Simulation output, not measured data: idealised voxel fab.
Process module name: voxel fin reveal
Section cut is 220 nm wide and gridded with 5 nm square cells.
The cross-sections in this document take the form of a grid made of square cells. They are written out as bands, in order from top to bottom. Each band consists of one or more rows of cells. For a band, the entry starts with two heights in nm, that of the top and then that of the bottom, and carries on with the band's materials in order from left to right, each alongside its width in nm; the word "edge to edge" beside a single material means it fills the band edge to edge, and "empty" means empty space. Height datum 0, below which the as-received substrate wafer is one material. Lowest band open at the bottom, running downward: "0 nm and below". With a width like "30->40", each row of cells in the band differs from the next by the same amount, the top row carrying the first number and the bottom row the second. Any step labelled "all unchanged" changed none of the cells in the cross-section. The label "Unvented internal voids" introduces a list of the empty spaces, 8 cells or larger, that have no open way up to the top; each entry in it reads width x height at distance, where the distance is taken from the left edge and all three are stated in nm. Step line, after settings: the simulator's comment on this step. Steps that use a mask can have "overlay nm" on their line. It says how far the mask sat to the right of where it was meant to be. Negative means to the left.

**The steps planned for the process are as follows**
| 1 | RECEIVE (material Si) |
| 2 | CONFORMAL_DEP (material SiN; thk nm 10) |
| 3 | PATTERN (tone cover; mask id FINS; material resist; width nm 15; pitch nm 35; thk nm 20; overlay nm 0) |
| 4 | DIRECTIONAL_ETCH (etch materials SiN; depth nm 10) |
| 5 | DIRECTIONAL_ETCH (etch materials Si; depth nm 30) |
| 6 | STRIP (etch materials resist) |
| 7 | FILL_DEP (material SiO2; thk nm 15) |
| 8 | CMP (height nm 10) |
| 9 | SELECTIVE_ETCH (etch materials SiO2; depth nm 25) |
| 10 | STRIP (etch materials SiN) |

**First of two wafers, with the run carried out as planned**

**Shown in cross-section is the wafer as received, that is, as it stands after step 1**
0 nm and below = Si edge to edge
Unvented internal voids: none

**The wafer, seen in cross-section, after step 2**
10 nm to 0 nm = SiN edge to edge
Whatever lies below 0 is exactly as it was before.

**The wafer, seen in cross-section, after step 3**
30 nm to 10 nm = empty 85; resist 15; empty 20; resist 15; empty 85
Whatever lies below 10 is exactly as it was before.

**The wafer, seen in cross-section, after step 4**
30 nm to 10 nm = empty 85; resist 15; empty 20; resist 15; empty 85
10 nm to 0 nm = empty 85; SiN 15; empty 20; SiN 15; empty 85
Whatever lies below 0 is exactly as it was before.

**The wafer, seen in cross-section, after step 5**
30 nm to 10 nm = empty 85; resist 15; empty 20; resist 15; empty 85
10 nm to 0 nm = empty 85; SiN 15; empty 20; SiN 15; empty 85
0 nm to -30 nm = empty 85; Si 15; empty 20; Si 15; empty 85
Whatever lies below -30 is exactly as it was before.

**The wafer, seen in cross-section, after step 6**
10 nm to 0 nm = empty 85; SiN 15; empty 20; SiN 15; empty 85
Whatever lies below 0 is exactly as it was before.

**The wafer, seen in cross-section, after step 7**
25 nm to 10 nm = SiO2 edge to edge
10 nm to 0 nm = SiO2 85; SiN 15; SiO2 20; SiN 15; SiO2 85
0 nm to -30 nm = SiO2 85; Si 15; SiO2 20; Si 15; SiO2 85
Whatever lies below -30 is exactly as it was before.

**The wafer, seen in cross-section, after step 8**
10 nm to 0 nm = SiO2 85; SiN 15; SiO2 20; SiN 15; SiO2 85
Whatever lies below 0 is exactly as it was before.

**The wafer, seen in cross-section, after step 9**
10 nm to 0 nm = empty 85; SiN 15; empty 20; SiN 15; empty 85
0 nm to -15 nm = empty 85; Si 15; empty 20; Si 15; empty 85
Whatever lies below -15 is exactly as it was before.

**The wafer, seen in cross-section, after step 10**
0 nm to -15 nm = empty 85; Si 15; empty 20; Si 15; empty 85
Whatever lies below -15 is exactly as it was before.

**Second wafer - shared start and plan with the first - one error in running - same as the first up to step 8 inclusive**

**Here is the second wafer in cross-section at the point where step 9 of the plan should have been done**
10 nm to 0 nm = SiO2 85; empty 15; SiO2 20; empty 15; SiO2 85
Whatever lies below 0 is exactly as it was before.

**Here is the second wafer in cross-section at the point where step 10 of the plan should have been done**
0 nm to -15 nm = empty 85; Si 15; empty 20; Si 15; empty 85
-15 nm to -25 nm = SiO2 60; empty 25; Si 15; empty 20; Si 15; empty 25; SiO2 60
Whatever lies below -25 is exactly as it was before.
Processing error: the executed order of steps 9 and 10 is the reverse of that specified in the plan, each step having taken the other's position
At the finish, the second wafer shows more or fewer cells for some materials than the first does: 28 fewer of SiO2
